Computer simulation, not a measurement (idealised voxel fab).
process module | voxel double patterning
cross-section cut | 265 nm wide | cells 5 nm
A cross-section is a grid of square cells, given in bands from the top down. A band is one or more rows of cells.
Each band's line starts with the height of the band's top and of its bottom, in nm. Then come its materials from left to right, each with its width in nm. One material with "throughout" fills the band from edge to edge. "air" is empty space.
Height 0 is the level under which the wafer as received is all one material. The lowest band goes on downwards, as in "0 down".
A width such as "30 to 40" changes by the same amount from each row of cells to the next, from the band's top row to its bottom row.
"no change" after a step means that no cell of the cross-section changed.
closed voids: empty space of 8 cells or more with no open way to the top, each as width x height at its distance from the left edge, in nm
after a step's settings: what the simulator itself notes on the step
overlay nm, on a step with a mask: how far to the right of its planned place the mask lay; to the left if negative
plan
1 op RECEIVE | material Si
2 op CONFORMAL_DEP | material SiO2 | thk nm 5
3 op DIRECTIONAL_DEP | material W | thk nm 20
4 op DIRECTIONAL_DEP | material SiCN | thk nm 10
5 op PATTERN | tone open | mask id FIRST | material resist | width nm 15 | pitch nm 50 | thk nm 15 | overlay nm 0
6 op DIRECTIONAL_ETCH | etch materials SiCN | depth nm 10
7 op STRIP | etch materials resist
8 op PATTERN | tone open | mask id SECOND | material resist | width nm 15 | thk nm 15 | overlay nm 0
9 op DIRECTIONAL_ETCH | etch materials SiCN | depth nm 10
10 op STRIP | etch materials resist
11 op DIRECTIONAL_ETCH | etch materials W | depth nm 20
12 op STRIP | etch materials SiCN
first wafer, as planned
as received, after step 1
  0 down: Si throughout
  closed voids: none
after step 2
  5 to 0: SiO2 throughout
  below 0: unchanged
after step 3
  25 to 5: W throughout
  below 5: unchanged
after step 4
  35 to 25: SiCN throughout
  below 25: unchanged
after step 5
  50 to 35: resist 100 | air 15 | resist 35 | air 15 | resist 100
  below 35: unchanged
after step 6
  50 to 35: resist 100 | air 15 | resist 35 | air 15 | resist 100
  35 to 25: SiCN 100 | air 15 | SiCN 35 | air 15 | SiCN 100
  below 25: unchanged
after step 7
  35 to 25: SiCN 100 | air 15 | SiCN 35 | air 15 | SiCN 100
  below 25: unchanged
after step 8
  50 to 35: resist 125 | air 15 | resist 125
  35 to 25: SiCN 100 | resist 15 | SiCN 35 | resist 15 | SiCN 100
  below 25: unchanged
after step 9
  50 to 35: resist 125 | air 15 | resist 125
  35 to 25: SiCN 100 | resist 15 | SiCN 10 | air 15 | SiCN 10 | resist 15 | SiCN 100
  below 25: unchanged
after step 10
  35 to 25: SiCN 100 | air 15 | SiCN 10 | air 15 | SiCN 10 | air 15 | SiCN 100
  below 25: unchanged
after step 11
  35 to 25: SiCN 100 | air 15 | SiCN 10 | air 15 | SiCN 10 | air 15 | SiCN 100
  25 to 5: W 100 | air 15 | W 10 | air 15 | W 10 | air 15 | W 100
  below 5: unchanged
after step 12
  25 to 5: W 100 | air 15 | W 10 | air 15 | W 10 | air 15 | W 100
  below 5: unchanged
second wafer: like start, like plan, one mistake. Through step 2 it matches the first wafer
when step 3 should have ended
  45 to 5: W throughout
  below 5: unchanged
when step 4 should have ended
  55 to 45: SiCN throughout
  below 45: unchanged
when step 5 should have ended
  70 to 55: resist 100 | air 15 | resist 35 | air 15 | resist 100
  below 55: unchanged
when step 6 should have ended
  70 to 55: resist 100 | air 15 | resist 35 | air 15 | resist 100
  55 to 45: SiCN 100 | air 15 | SiCN 35 | air 15 | SiCN 100
  below 45: unchanged
when step 7 should have ended
  55 to 45: SiCN 100 | air 15 | SiCN 35 | air 15 | SiCN 100
  below 45: unchanged
when step 8 should have ended
  70 to 55: resist 125 | air 15 | resist 125
  55 to 45: SiCN 100 | resist 15 | SiCN 35 | resist 15 | SiCN 100
  below 45: unchanged
when step 9 should have ended
  70 to 55: resist 125 | air 15 | resist 125
  55 to 45: SiCN 100 | resist 15 | SiCN 10 | air 15 | SiCN 10 | resist 15 | SiCN 100
  below 45: unchanged
when step 10 should have ended
  55 to 45: SiCN 100 | air 15 | SiCN 10 | air 15 | SiCN 10 | air 15 | SiCN 100
  below 45: unchanged
when step 11 should have ended
  55 to 45: SiCN 100 | air 15 | SiCN 10 | air 15 | SiCN 10 | air 15 | SiCN 100
  45 to 25: W 100 | air 15 | W 10 | air 15 | W 10 | air 15 | W 100
  below 25: unchanged
when step 12 should have ended
  45 to 25: W 100 | air 15 | W 10 | air 15 | W 10 | air 15 | W 100
  below 25: unchanged
what went wrong: step 3 was run twice
at the end the second wafer has, in cells: 212 more of W
